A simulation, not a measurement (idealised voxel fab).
Title: Process Module voxel transistor to metal
Square cells of 5 nm make up the cross-section cut, whose width is 285 nm.
Heads up, the way a cross-section reads in here is a grid of square cells, handed over as bands from the top down, with every band being one or more rows of cells. Band: top height; bottom height; in nm. Then, left to right: material with width in nm, for each material. "full width": a single material spanning edge to edge. "blank": empty space. Height 0 is the level under which the wafer as received is all one material. The lowest band goes on downwards, as in "from 0 down". Width: "30->40" (first number = top row, second number = bottom row, same change from row to row of cells). When a step is marked "remained unchanged", none of the cells in the cross-section changed during that step. "Closed void table" means: voids of 8 cells or more that are shut off from the top with no open way through. Written width x height at distance, distance from the left edge, in nm. Past the settings on a step's line: simulator remark, on that step. The optional step-line setting "overlay nm" applies to steps with a mask and quantifies how far to the right of its planned location the mask lay, a negative value indicating leftward placement.
Process steps foreseen in the plan:
1) RECEIVE (material Si)
2) OXIDIZE (depth nm 5)
3) CONFORMAL_DEP (material SiN; thk nm 10)
4) MASKED_ETCH (tone cover; mask id ACTIVE; width nm 100; pitch nm 130; etch materials SiN; depth nm 10; overlay nm 0)
5) MASKED_ETCH (tone cover; mask id ACTIVE; width nm 100; pitch nm 130; etch materials SiO2; depth nm 5; overlay nm 0)
6) MASKED_ETCH (tone cover; mask id ACTIVE; width nm 100; pitch nm 130; etch materials Si; depth nm 30; overlay nm 0)
7) FILL_DEP (material SiO2; thk nm 5)
8) CMP (height nm 10)
9) SELECTIVE_ETCH (etch materials SiO2; depth nm 5)
10) STRIP (etch materials SiN)
11) SELECTIVE_ETCH (etch materials SiO2; depth nm 5)
12) OXIDIZE (depth nm 5)
13) DIRECTIONAL_DEP (material polySi; thk nm 25)
14) DIRECTIONAL_DEP (material SiCN; thk nm 15)
15) DIRECTIONAL_DEP (material aC; thk nm 15)
16) PATTERN (tone cover; mask id GATE; material resist; width nm 20; pitch nm 130; thk nm 35; overlay nm 0)
17) DIRECTIONAL_ETCH (etch materials aC; depth nm 15)
18) STRIP (etch materials resist)
19) DIRECTIONAL_ETCH (etch materials SiCN; depth nm 25)
20) DIRECTIONAL_ETCH (etch materials polySi; depth nm 35)
21) STRIP (etch materials aC)
22) CONFORMAL_DEP (material SiO2; thk nm 5)
23) DIRECTIONAL_ETCH (etch materials SiO2; depth nm 5)
24) CONFORMAL_DEP (material SiN; thk nm 10)
25) DIRECTIONAL_ETCH (etch materials SiN; depth nm 10)
26) DIRECTIONAL_ETCH (etch materials SiO2; depth nm 5)
27) EPI (material pSi; thk nm 5)
28) FILL_DEP (material SiO2; thk nm 10)
29) CMP (height nm 35)
30) DIRECTIONAL_DEP (material SiO2; thk nm 15)
31) PATTERN (tone open; mask id CONTACT; material resist; width nm 15; pitch nm 65; thk nm 20; overlay nm 0)
32) DIRECTIONAL_ETCH (etch materials SiO2; depth nm 55)
33) STRIP (etch materials resist)
34) CONFORMAL_DEP (material TiN; thk nm 5)
35) FILL_DEP (material Ru; thk nm 5)
36) CMP (height nm 50)
37) CONFORMAL_DEP (material SiCN; thk nm 5)
38) DIRECTIONAL_DEP (material lowk; thk nm 20)
39) PATTERN (tone open; mask id METAL_1; material resist; width nm 15; pitch nm 65; thk nm 15; overlay nm 0)
40) DIRECTIONAL_ETCH (etch materials lowk; depth nm 20)
41) DIRECTIONAL_ETCH (etch materials SiCN; depth nm 5)
42) STRIP (etch materials resist)
43) CONFORMAL_DEP (material TiN; thk nm 5)
44) FILL_DEP (material W; thk nm 10)
45) CMP (height nm 75)
46) EPI (material Ru; thk nm 5)
47) FILL_DEP (material SiCN; thk nm 5)
So this is the incoming wafer in cross-section - it's already been through step 1:
    from 0 down | Si full width
    Closed void table: none
Final wafer profile in cross-section after the module, from the same start and plan as above, with one mistake made during processing:
    from 85 to 80 | SiCN full width
    from 80 to 75 | SiCN: 30 / Ru: 25 / SiCN: 40 / Ru: 25 / SiCN: 40 / Ru: 25 / SiCN: 40 / Ru: 25 / SiCN: 35
    from 75 to 55 | lowk: 35 / TiN: 5 / W: 5 / TiN: 5 / lowk: 50 / TiN: 5 / W: 5 / TiN: 5 / lowk: 50 / TiN: 5 / W: 5 / TiN: 5 / lowk: 50 / TiN: 5 / W: 5 / TiN: 5 / lowk: 40
    from 55 to 50 | SiCN: 35 / TiN: 15 / SiCN: 50 / TiN: 15 / SiCN: 50 / TiN: 15 / SiCN: 50 / TiN: 15 / SiCN: 40
    from 50 to 35 | SiO2: 35 / TiN: 5 / Ru: 5 / TiN: 5 / SiO2: 50 / TiN: 5 / Ru: 5 / TiN: 5 / SiO2: 50 / TiN: 5 / Ru: 5 / TiN: 5 / SiO2: 50 / TiN: 5 / Ru: 5 / TiN: 5 / SiO2: 40
    from 35 to 20 | SiO2: 35 / TiN: 5 / Ru: 5 / TiN: 5 / SiN: 10 / SiO2: 5 / SiCN: 20 / SiO2: 5 / SiN: 10 / TiN: 5 / Ru: 5 / TiN: 5 / SiO2: 50 / TiN: 5 / Ru: 5 / TiN: 5 / SiN: 10 / SiO2: 5 / SiCN: 20 / SiO2: 5 / SiN: 10 / TiN: 5 / Ru: 5 / TiN: 5 / SiO2: 40
    from 20 to 15 | SiO2: 35 / TiN: 5 / Ru: 5 / TiN: 5 / SiN: 10 / SiO2: 5 / polySi: 20 / SiO2: 5 / SiN: 10 / TiN: 5 / Ru: 5 / TiN: 5 / SiO2: 50 / TiN: 5 / Ru: 5 / TiN: 5 / SiN: 10 / SiO2: 5 / polySi: 20 / SiO2: 5 / SiN: 10 / TiN: 5 / Ru: 5 / TiN: 5 / SiO2: 40
    from 15 to 10 | SiO2: 35 / TiN: 15 / SiN: 10 / SiO2: 5 / polySi: 20 / SiO2: 5 / SiN: 10 / TiN: 15 / SiO2: 50 / TiN: 15 / SiN: 10 / SiO2: 5 / polySi: 20 / SiO2: 5 / SiN: 10 / TiN: 15 / SiO2: 40
    from 10 to 0 | SiO2: 50 / SiN: 10 / SiO2: 5 / polySi: 20 / SiO2: 5 / SiN: 10 / SiO2: 80 / SiN: 10 / SiO2: 5 / polySi: 20 / SiO2: 5 / SiN: 10 / SiO2: 55
    from 0 to -5 | SiO2: 25 / SiN: 10 / SiO2: 15 / SiN: 10 / SiO2: 5 / polySi: 20 / SiO2: 5 / SiN: 10 / SiO2: 15 / SiN: 10 / SiO2: 30 / SiN: 10 / SiO2: 15 / SiN: 10 / SiO2: 5 / polySi: 20 / SiO2: 5 / SiN: 10 / SiO2: 15 / SiN: 10 / SiO2: 30
    from -5 to -10 | SiO2: 35 / pSi: 15 / SiO2: 50 / pSi: 15 / SiO2: 50 / pSi: 15 / SiO2: 50 / pSi: 15 / SiO2: 40
    from -10 to -35 | SiO2: 25 / Si: 100 / SiO2: 30 / Si: 100 / SiO2: 30
    from -35 down | Si full width
    Closed void table: none
What broke from the plan during processing? plan step 30 was twice executed
